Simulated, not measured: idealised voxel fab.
process module | voxel self aligned contacts
cross-section cut | 150 nm wide | cells 5 nm
A cross-section is a grid of square cells, given in bands from the top down. A band is one or more rows of cells.
Each band's line starts with the height of the band's top and of its bottom, in nm. Then come its materials from left to right, each with its width in nm. One material with "throughout" fills the band from edge to edge. "air" is empty space.
Height 0 is the level under which the wafer as received is all one material. The lowest band goes on downwards, as in "0 down".
A width such as "30 to 40" changes by the same amount from each row of cells to the next, from the band's top row to its bottom row.
"no change" after a step means that no cell of the cross-section changed.
closed voids: empty space of 8 cells or more with no open way to the top, each as width x height at its distance from the left edge, in nm
after a step's settings: what the simulator itself notes on the step
overlay nm, on a step with a mask: how far to the right of its planned place the mask lay; to the left if negative
plan
1 op RECEIVE | material Si
2 op OXIDIZE | depth nm 5
3 op DIRECTIONAL_DEP | material polySi | thk nm 20
4 op DIRECTIONAL_DEP | material SiN | thk nm 20
5 op MASKED_ETCH | tone cover | mask id GATE | width nm 35 | pitch nm 80 | etch materials SiN | depth nm 20 | overlay nm 0
6 op MASKED_ETCH | tone cover | mask id GATE | width nm 35 | pitch nm 80 | etch materials polySi | depth nm 20 | overlay nm 0
7 op CONFORMAL_DEP | material SiN | thk nm 10
8 op DIRECTIONAL_ETCH | etch materials SiN | depth nm 10
9 op FILL_DEP | material SiO2 | thk nm 10
10 op CMP | height nm 45
11 op DIRECTIONAL_DEP | material aC | thk nm 10
12 op PATTERN | tone open | mask id CONTACT | material resist | width nm 65 | thk nm 30 | overlay nm 0
13 op DIRECTIONAL_ETCH | etch materials aC | depth nm 10
14 op STRIP | etch materials resist
15 op DIRECTIONAL_ETCH | etch materials SiO2 | depth nm 50
16 op STRIP | etch materials aC
17 op CONFORMAL_DEP | material TiN | thk nm 5
18 op FILL_DEP | material W | thk nm 10
19 op CMP | height nm 45
20 op CONFORMAL_DEP | material SiN | thk nm 5
first wafer, as planned
as received, after step 1
  0 down: Si throughout
  closed voids: none
after step 2
  0 to -5: SiO2 throughout
  below -5: unchanged
after step 3
  20 to 0: polySi throughout
  below 0: unchanged
after step 4
  40 to 20: SiN throughout
  below 20: unchanged
after step 5
  40 to 20: air 15 | SiN 35 | air 45 | SiN 35 | air 20
  below 20: unchanged
after step 6
  40 to 20: air 15 | SiN 35 | air 45 | SiN 35 | air 20
  20 to 0: air 15 | polySi 35 | air 45 | polySi 35 | air 20
  below 0: unchanged
after step 7
  50 to 20: air 5 | SiN 55 | air 25 | SiN 55 | air 10
  20 to 10: air 5 | SiN 10 | polySi 35 | SiN 10 | air 25 | SiN 10 | polySi 35 | SiN 10 | air 10
  10 to 0: SiN 15 | polySi 35 | SiN 45 | polySi 35 | SiN 20
  below 0: unchanged
after step 8
  40 to 20: air 5 | SiN 55 | air 25 | SiN 55 | air 10
  20 to 0: air 5 | SiN 10 | polySi 35 | SiN 10 | air 25 | SiN 10 | polySi 35 | SiN 10 | air 10
  below 0: unchanged
after step 9
  50 to 40: SiO2 throughout
  40 to 20: SiO2 5 | SiN 55 | SiO2 25 | SiN 55 | SiO2 10
  20 to 0: SiO2 5 | SiN 10 | polySi 35 | SiN 10 | SiO2 25 | SiN 10 | polySi 35 | SiN 10 | SiO2 10
  below 0: unchanged
after step 10
  45 to 40: SiO2 throughout
  below 40: unchanged
after step 11
  55 to 45: aC throughout
  below 45: unchanged
after step 12
  85 to 55: resist 40 | air 65 | resist 45
  below 55: unchanged
after step 13
  75 to 55: resist 40 | air 65 | resist 45
  55 to 45: aC 40 | air 65 | aC 45
  below 45: unchanged
after step 14
  55 to 45: aC 40 | air 65 | aC 45
  below 45: unchanged
after step 15
  55 to 45: aC 40 | air 65 | aC 45
  45 to 40: SiO2 40 | air 65 | SiO2 45
  40 to 20: SiO2 5 | SiN 55 | air 25 | SiN 55 | SiO2 10
  20 to 0: SiO2 5 | SiN 10 | polySi 35 | SiN 10 | air 25 | SiN 10 | polySi 35 | SiN 10 | SiO2 10
  0 to -5: SiO2 60 | air 25 | SiO2 65
  below -5: unchanged
after step 16
  45 to 40: SiO2 40 | air 65 | SiO2 45
  below 40: unchanged
after step 17
  50 to 45: TiN 45 | air 55 | TiN 50
  45 to 40: SiO2 40 | TiN 25 | air 15 | TiN 25 | SiO2 45
  40 to 20: SiO2 5 | SiN 55 | TiN 5 | air 15 | TiN 5 | SiN 55 | SiO2 10
  20 to 0: SiO2 5 | SiN 10 | polySi 35 | SiN 10 | TiN 5 | air 15 | TiN 5 | SiN 10 | polySi 35 | SiN 10 | SiO2 10
  0 to -5: SiO2 60 | TiN 25 | SiO2 65
  below -5: unchanged
after step 18
  60 to 50: W throughout
  50 to 45: TiN 45 | W 55 | TiN 50
  45 to 40: SiO2 40 | TiN 25 | W 15 | TiN 25 | SiO2 45
  40 to 20: SiO2 5 | SiN 55 | TiN 5 | W 15 | TiN 5 | SiN 55 | SiO2 10
  20 to 0: SiO2 5 | SiN 10 | polySi 35 | SiN 10 | TiN 5 | W 15 | TiN 5 | SiN 10 | polySi 35 | SiN 10 | SiO2 10
  below 0: unchanged
after step 19
  45 to 40: SiO2 40 | TiN 25 | W 15 | TiN 25 | SiO2 45
  below 40: unchanged
after step 20
  50 to 45: SiN throughout
  below 45: unchanged
second wafer: like start, like plan, one mistake. Through step 1 it matches the first wafer
when step 2 should have ended: no change
when step 3 should have ended
  20 to 0: polySi throughout
  below 0: unchanged
when step 4 should have ended
  40 to 20: SiN throughout
  below 20: unchanged
when step 5 should have ended
  40 to 20: air 15 | SiN 35 | air 45 | SiN 35 | air 20
  below 20: unchanged
when step 6 should have ended
  40 to 20: air 15 | SiN 35 | air 45 | SiN 35 | air 20
  20 to 0: air 15 | polySi 35 | air 45 | polySi 35 | air 20
  below 0: unchanged
when step 7 should have ended
  50 to 20: air 5 | SiN 55 | air 25 | SiN 55 | air 10
  20 to 10: air 5 | SiN 10 | polySi 35 | SiN 10 | air 25 | SiN 10 | polySi 35 | SiN 10 | air 10
  10 to 0: SiN 15 | polySi 35 | SiN 45 | polySi 35 | SiN 20
  below 0: unchanged
when step 8 should have ended
  40 to 20: air 5 | SiN 55 | air 25 | SiN 55 | air 10
  20 to 0: air 5 | SiN 10 | polySi 35 | SiN 10 | air 25 | SiN 10 | polySi 35 | SiN 10 | air 10
  below 0: unchanged
when step 9 should have ended
  50 to 40: SiO2 throughout
  40 to 20: SiO2 5 | SiN 55 | SiO2 25 | SiN 55 | SiO2 10
  20 to 0: SiO2 5 | SiN 10 | polySi 35 | SiN 10 | SiO2 25 | SiN 10 | polySi 35 | SiN 10 | SiO2 10
  below 0: unchanged
when step 10 should have ended
  45 to 40: SiO2 throughout
  below 40: unchanged
when step 11 should have ended
  55 to 45: aC throughout
  below 45: unchanged
when step 12 should have ended
  85 to 55: resist 40 | air 65 | resist 45
  below 55: unchanged
when step 13 should have ended
  75 to 55: resist 40 | air 65 | resist 45
  55 to 45: aC 40 | air 65 | aC 45
  below 45: unchanged
when step 14 should have ended
  55 to 45: aC 40 | air 65 | aC 45
  below 45: unchanged
when step 15 should have ended
  55 to 45: aC 40 | air 65 | aC 45
  45 to 40: SiO2 40 | air 65 | SiO2 45
  40 to 20: SiO2 5 | SiN 55 | air 25 | SiN 55 | SiO2 10
  20 to 0: SiO2 5 | SiN 10 | polySi 35 | SiN 10 | air 25 | SiN 10 | polySi 35 | SiN 10 | SiO2 10
  below 0: unchanged
when step 16 should have ended
  45 to 40: SiO2 40 | air 65 | SiO2 45
  below 40: unchanged
when step 17 should have ended
  50 to 45: TiN 45 | air 55 | TiN 50
  45 to 40: SiO2 40 | TiN 25 | air 15 | TiN 25 | SiO2 45
  40 to 20: SiO2 5 | SiN 55 | TiN 5 | air 15 | TiN 5 | SiN 55 | SiO2 10
  20 to 5: SiO2 5 | SiN 10 | polySi 35 | SiN 10 | TiN 5 | air 15 | TiN 5 | SiN 10 | polySi 35 | SiN 10 | SiO2 10
  5 to 0: SiO2 5 | SiN 10 | polySi 35 | SiN 10 | TiN 25 | SiN 10 | polySi 35 | SiN 10 | SiO2 10
  below 0: unchanged
when step 18 should have ended
  60 to 50: W throughout
  50 to 45: TiN 45 | W 55 | TiN 50
  45 to 40: SiO2 40 | TiN 25 | W 15 | TiN 25 | SiO2 45
  40 to 20: SiO2 5 | SiN 55 | TiN 5 | W 15 | TiN 5 | SiN 55 | SiO2 10
  20 to 5: SiO2 5 | SiN 10 | polySi 35 | SiN 10 | TiN 5 | W 15 | TiN 5 | SiN 10 | polySi 35 | SiN 10 | SiO2 10
  below 5: unchanged
when step 19 should have ended
  45 to 40: SiO2 40 | TiN 25 | W 15 | TiN 25 | SiO2 45
  below 40: unchanged
when step 20 should have ended
  50 to 45: SiN throughout
  below 45: unchanged
what went wrong: step 2 was left out
at the end the second wafer has, in cells: 30 more of Si | 25 fewer of SiO2 | 2 fewer of TiN | 3 fewer of W
